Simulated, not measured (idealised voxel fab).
The following is a process module called voxel self aligned contacts.
The cross-section shown here is cut; it is 265 nm wide and divided into square cells measuring 5 nm on a side.
Reading order for cross-sections: top band down to bottom band. Underlying form: a grid of square cells. Band size: one or more rows of cells. Quick guide to a band line: top height, bottom height (nm) up front; then every material left to right with its width in nm. Only one material and it's marked "edge to edge"? Then it fills the band edge to edge. And "blank" just means empty space. Zero point of the height axis is 0; under it, received wafer = one material. Lowest band: continues down indefinitely, "z 0 and below". The width entry "30->40" should be interpreted row by row: the top row of cells in the band takes the first number, the bottom row takes the second number, and the change between adjacent rows is uniform throughout. Step marked "all unchanged"? Then no cell in the cross-section changed in it. "Sealed voids" enumerates empty spaces isolated from the top, with no open way to it, that contain at least 8 cells, giving each as width x height at distance from the left edge, all three in nm. after a step's settings: what the simulator itself notes on the step. "overlay nm" answers the question of how far to the right of plan the mask lay on a step that has a mask, and when it is negative the answer is to the left.

Plan
| 1 | op RECEIVE | material Si |
| 2 | op OXIDIZE | depth nm 5 |
| 3 | op DIRECTIONAL_DEP | material polySi | thk nm 30 |
| 4 | op DIRECTIONAL_DEP | material SiN | thk nm 20 |
| 5 | op DIRECTIONAL_DEP | material aC | thk nm 15 |
| 6 | op PATTERN | tone cover | mask id GATE | material resist | width nm 35 | pitch nm 70 | thk nm 30 | overlay nm 0 |
| 7 | op DIRECTIONAL_ETCH | etch materials aC | depth nm 15 |
| 8 | op STRIP | etch materials resist |
| 9 | op DIRECTIONAL_ETCH | etch materials SiN | depth nm 20 |
| 10 | op DIRECTIONAL_ETCH | etch materials polySi | depth nm 30 |
| 11 | op STRIP | etch materials aC |
| 12 | op CONFORMAL_DEP | material SiN | thk nm 5 |
| 13 | op DIRECTIONAL_ETCH | etch materials SiN | depth nm 5 |
| 14 | op FILL_DEP | material SiO2 | thk nm 10 |
| 15 | op CMP | height nm 55 |
| 16 | op PATTERN | tone open | mask id CONTACT | material resist | width nm 55 | thk nm 15 | overlay nm 0 |
| 17 | op DIRECTIONAL_ETCH | etch materials SiO2 | depth nm 60 |
| 18 | op STRIP | etch materials resist |
| 19 | op CONFORMAL_DEP | material TiN | thk nm 5 |
| 20 | op FILL_DEP | material Ru | thk nm 10 |
| 21 | op CMP | height nm 55 |
| 22 | op CONFORMAL_DEP | material SiN | thk nm 5 |

Cross-section: wafer on arrival = after step 1
    z 0 and below = Si edge to edge
    Sealed voids: none

Wafer at module end, in section. Began as above, planned as above, run with one mistake
    z 60 to 55 = SiN edge to edge
    z 55 to 50 = 105 of SiO2, 10 of TiN, 15 of Ru, 30 of TiN, 105 of SiO2
    z 50 to 30 = 65 of SiO2, 45 of SiN, 5 of TiN, 15 of Ru, 5 of TiN, 45 of SiN, 85 of SiO2
    z 30 to 0 = 65 of SiO2, 5 of SiN, 35 of polySi, 5 of SiN, 5 of TiN, 15 of Ru, 5 of TiN, 5 of SiN, 35 of polySi, 5 of SiN, 85 of SiO2
    z 0 to -5 = 110 of SiO2, 25 of TiN, 130 of SiO2
    z -5 and below = Si edge to edge
    Sealed voids: none
Against the plan, the run slipped here: the process deviated at step 6: the operation and settings actually run there were op PATTERN | tone cover | mask id GATE | material resist | width nm 35 | pitch nm 70 | thk nm 30 | overlay nm -10
